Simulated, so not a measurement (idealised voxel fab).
process module | voxel self aligned vias
cross-section cut | 220 nm wide | cells 5 nm
A cross-section is a grid of square cells, given in bands from the top down. A band is one or more rows of cells.
Each band's line starts with the height of the band's top and of its bottom, in nm. Then come its materials from left to right, each with its width in nm. One material with "throughout" fills the band from edge to edge. "air" is empty space.
Height 0 is the level under which the wafer as received is all one material. The lowest band goes on downwards, as in "0 down".
A width such as "30 to 40" changes by the same amount from each row of cells to the next, from the band's top row to its bottom row.
"no change" after a step means that no cell of the cross-section changed.
closed voids: empty space of 8 cells or more with no open way to the top, each as width x height at its distance from the left edge, in nm
after a step's settings: what the simulator itself notes on the step
overlay nm, on a step with a mask: how far to the right of its planned place the mask lay; to the left if negative
plan
1 op RECEIVE | material Si
2 op CONFORMAL_DEP | material SiO2 | thk nm 15
3 op CONFORMAL_DEP | material SiCN | thk nm 5
4 op DIRECTIONAL_DEP | material SiO2 | thk nm 25
5 op DIRECTIONAL_DEP | material aC | thk nm 10
6 op PATTERN | tone open | mask id LINES | material resist | width nm 30 | pitch nm 70 | thk nm 25 | overlay nm 0
7 op DIRECTIONAL_ETCH | etch materials aC | depth nm 10
8 op STRIP | etch materials resist
9 op DIRECTIONAL_ETCH | etch materials SiO2 | depth nm 25
10 op STRIP | etch materials aC
11 op CONFORMAL_DEP | material TiN | thk nm 5
12 op FILL_DEP | material Ru | thk nm 10
13 op CMP | height nm 45
14 op SELECTIVE_ETCH | etch materials W Ru TiN | depth nm 10
15 op FILL_DEP | material SiN | thk nm 10
16 op CMP | height nm 45
17 op DIRECTIONAL_DEP | material SiO2 | thk nm 15
18 op MASKED_ETCH | tone open | mask id VIAS | width nm 50 | pitch nm 70 | etch materials SiO2 | depth nm 15 | overlay nm 0
19 op MASKED_ETCH | tone open | mask id VIAS | width nm 50 | pitch nm 70 | etch materials SiN | depth nm 10 | overlay nm 0
20 op CONFORMAL_DEP | material TiN | thk nm 5
21 op FILL_DEP | material Cu | thk nm 5
22 op CMP | height nm 60
23 op CONFORMAL_DEP | material SiCN | thk nm 5
as received, after step 1
  0 down: Si throughout
  closed voids: none
a wafer at the end: this start, this plan, one mistake
  65 to 60: SiCN throughout
  60 to 45: SiO2 50 | TiN 5 | Cu 40 | TiN 5 | SiO2 20 | TiN 5 | Cu 40 | TiN 5 | SiO2 50
  45 to 40: SiN 50 | TiN 15 | Cu 20 | TiN 15 | SiN 20 | TiN 15 | Cu 20 | TiN 15 | SiN 50
  40 to 35: SiO2 60 | TiN 30 | SiO2 40 | TiN 30 | SiO2 60
  35 to 20: SiO2 60 | TiN 5 | Ru 20 | TiN 5 | SiO2 40 | TiN 5 | Ru 20 | TiN 5 | SiO2 60
  20 to 15: SiO2 60 | TiN 30 | SiO2 40 | TiN 30 | SiO2 60
  15 to 0: SiO2 throughout
  0 down: Si throughout
  closed voids: none
what went wrong: step 3 was left out
